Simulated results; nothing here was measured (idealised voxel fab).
Process module, titled voxel transistor to metal
Pictured: cross-section cut, 195 nm wide, on a grid of 5 nm square cells.
Cross-section, as written here: a square-cell grid given band by band from the top down, where a band holds one or more rows of cells. Basically the band line says how high the top is and how high the bottom is, in nm, and then what's in it from left to right, every material with its width in nm. Empty space shows up as "blank", and if a single material carries "throughout" it runs the full band edge to edge. Where do heights start? At 0: under that level the wafer as delivered is made of one material only. And the lowest band has no floor; it just carries on downward, as in "0 down". When a width is written as two numbers, as in "30->40", the first number is the width in the top row of cells of the band and the second is the width in its bottom row, and the width changes by the same amount from each row to the next. "all unchanged" after a step means that no cell of the cross-section changed. Look at "Enclosed void entries" for the closed voids: empty spaces with no open path to the top, sized 8 cells or up. Each is width x height at distance, distance from the left edge, all nm. Whatever follows a step's settings on its line is a remark the simulator itself makes about that step. If you see "overlay nm" on a step's line and that step has a mask, it's telling you how far right of where it was planned the mask ended up; a negative number means it went left instead.

Below is the list of planned process steps:
| 1 | RECEIVE, material Si |
| 2 | CONFORMAL_DEP, material SiO2, thk nm 5 |
| 3 | CONFORMAL_DEP, material SiN, thk nm 10 |
| 4 | MASKED_ETCH, tone cover, mask id ACTIVE, width nm 115, etch materials SiN, depth nm 10, overlay nm 0 |
| 5 | MASKED_ETCH, tone cover, mask id ACTIVE, width nm 115, etch materials SiO2, depth nm 5, overlay nm 0 |
| 6 | MASKED_ETCH, tone cover, mask id ACTIVE, width nm 115, etch materials Si, depth nm 30, overlay nm 0 |
| 7 | FILL_DEP, material SiO2, thk nm 5 |
| 8 | CMP, height nm 15 |
| 9 | SELECTIVE_ETCH, etch materials SiO2, depth nm 5 |
| 10 | STRIP, etch materials SiN |
| 11 | SELECTIVE_ETCH, etch materials SiO2, depth nm 5 |
| 12 | OXIDIZE, depth nm 5 |
| 13 | DIRECTIONAL_DEP, material polySi, thk nm 20 |
| 14 | DIRECTIONAL_DEP, material SiCN, thk nm 10 |
| 15 | PATTERN, tone cover, mask id GATE, material resist, width nm 25, thk nm 15, overlay nm 0 |
| 16 | DIRECTIONAL_ETCH, etch materials SiCN, depth nm 20 |
| 17 | DIRECTIONAL_ETCH, etch materials polySi, depth nm 30 |
| 18 | STRIP, etch materials resist |
| 19 | CONFORMAL_DEP, material SiO2, thk nm 5 |
| 20 | DIRECTIONAL_ETCH, etch materials SiO2, depth nm 5 |
| 21 | CONFORMAL_DEP, material SiN, thk nm 10 |
| 22 | DIRECTIONAL_ETCH, etch materials SiN, depth nm 10 |
| 23 | DIRECTIONAL_ETCH, etch materials SiO2, depth nm 5 |
| 24 | DIRECTIONAL_ETCH, etch materials Si, depth nm 15 |
| 25 | EPI, material SiGe, thk nm 15 |
| 26 | FILL_DEP, material SiO2, thk nm 5 |
| 27 | CMP, height nm 20 |
| 28 | STRIP, etch materials polySi |
| 29 | SELECTIVE_ETCH, etch materials SiO2, depth nm 5 |
| 30 | CONFORMAL_DEP, material HfO2, thk nm 5 |
| 31 | CONFORMAL_DEP, material TiN, thk nm 5 |
| 32 | FILL_DEP, material W, thk nm 10 |
| 33 | CMP, height nm 15 |
| 34 | DIRECTIONAL_DEP, material SiO2, thk nm 15 |
| 35 | MASKED_ETCH, tone open, mask id CONTACT, width nm 15, pitch nm 80, etch materials SiO2, depth nm 20, overlay nm 0 |
| 36 | CONFORMAL_DEP, material TiN, thk nm 5 |
| 37 | FILL_DEP, material W, thk nm 10 |
| 38 | CMP, height nm 30 |
| 39 | CONFORMAL_DEP, material SiCN, thk nm 5 |
| 40 | DIRECTIONAL_DEP, material SiO2, thk nm 25 |
| 41 | MASKED_ETCH, tone open, mask id METAL_1, width nm 15, pitch nm 80, etch materials SiO2, depth nm 25, overlay nm 0 |
| 42 | MASKED_ETCH, tone open, mask id METAL_1, width nm 15, pitch nm 80, etch materials SiCN, depth nm 5, overlay nm 0 |
| 43 | CONFORMAL_DEP, material TiN, thk nm 5 |
| 44 | FILL_DEP, material Cu, thk nm 5 |
| 45 | CMP, height nm 60 |
| 46 | CONFORMAL_DEP, material SiCN, thk nm 5 |
| 47 | DIRECTIONAL_DEP, material lowk, thk nm 25 |
| 48 | MASKED_ETCH, tone open, mask id METAL_2, width nm 15, pitch nm 80, etch materials lowk, depth nm 15, overlay nm 0 |
| 49 | DIRECTIONAL_DEP, material aC, thk nm 10 |
| 50 | PATTERN, tone open, mask id METAL_2_HOLES, material resist, width nm 15, pitch nm 80, thk nm 30, overlay nm 0 |
| 51 | DIRECTIONAL_ETCH, etch materials aC, depth nm 10 |
| 52 | STRIP, etch materials resist |
| 53 | DIRECTIONAL_ETCH, etch materials lowk, depth nm 10 |
| 54 | DIRECTIONAL_ETCH, etch materials SiCN, depth nm 5 |
| 55 | STRIP, etch materials aC |
| 56 | CONFORMAL_DEP, material TiN, thk nm 5 |
| 57 | FILL_DEP, material Cu, thk nm 10 |
| 58 | CMP, height nm 90 |
| 59 | CONFORMAL_DEP, material SiN, thk nm 5 |

Shown in cross-section is the wafer as received, that is, as it stands after step 1:
> 0 down = Si throughout
> Enclosed void entries: none

Cross-section at module end, one run error; start and plan unchanged from above:
> 95 to 90 = SiN throughout
> 90 to 65 = lowk 50 nm, then TiN 5 nm, then Cu 5 nm, then TiN 5 nm, then lowk 65 nm, then TiN 5 nm, then Cu 5 nm, then TiN 5 nm, then lowk 50 nm
> 65 to 60 = SiCN 50 nm, then TiN 15 nm, then SiCN 65 nm, then TiN 15 nm, then SiCN 50 nm
> 60 to 40 = Cu 45 nm, then TiN 5 nm, then SiO2 15 nm, then TiN 5 nm, then Cu 55 nm, then TiN 5 nm, then SiO2 15 nm, then TiN 5 nm, then Cu 45 nm
> 40 to 35 = TiN 50 nm, then SiO2 15 nm, then TiN 65 nm, then SiO2 15 nm, then TiN 50 nm
> 35 to 30 = SiCN throughout
> 30 to 15 = SiO2 50 nm, then TiN 5 nm, then W 5 nm, then TiN 5 nm, then SiO2 65 nm, then TiN 5 nm, then W 5 nm, then TiN 5 nm, then SiO2 50 nm
> 15 to 10 = SiO2 50 nm, then TiN 15 nm, then SiO2 5 nm, then SiN 10 nm, then HfO2 5 nm, then TiN 5 nm, then W 15 nm, then TiN 5 nm, then HfO2 5 nm, then SiN 10 nm, then SiO2 5 nm, then TiN 15 nm, then SiO2 50 nm
> 10 to 5 = SiO2 45 nm, then SiGe 25 nm, then SiN 10 nm, then HfO2 5 nm, then TiN 5 nm, then W 15 nm, then TiN 5 nm, then HfO2 5 nm, then SiN 10 nm, then SiGe 25 nm, then SiO2 45 nm
> 5 to 0 = SiO2 40 nm, then SiN 10 nm, then SiGe 20 nm, then SiN 10 nm, then HfO2 5 nm, then TiN 25 nm, then HfO2 5 nm, then SiN 10 nm, then SiGe 20 nm, then SiN 10 nm, then SiO2 40 nm
> 0 to -5 = SiO2 50 nm, then SiGe 20 nm, then SiO2 10 nm, then HfO2 35 nm, then SiO2 10 nm, then SiGe 20 nm, then SiO2 50 nm
> -5 to -20 = SiO2 40 nm, then Si 10 nm, then SiGe 20 nm, then Si 55 nm, then SiGe 20 nm, then Si 10 nm, then SiO2 40 nm
> -20 to -30 = SiO2 40 nm, then Si 115 nm, then SiO2 40 nm
> -30 down = Si throughout
> Enclosed void entries: none
Misprocessing identified: in deviation from the planned setting, step 41 was conducted as MASKED_ETCH, tone cover, mask id METAL_1, width nm 15, pitch nm 80, etch materials SiO2, depth nm 25, overlay nm 0
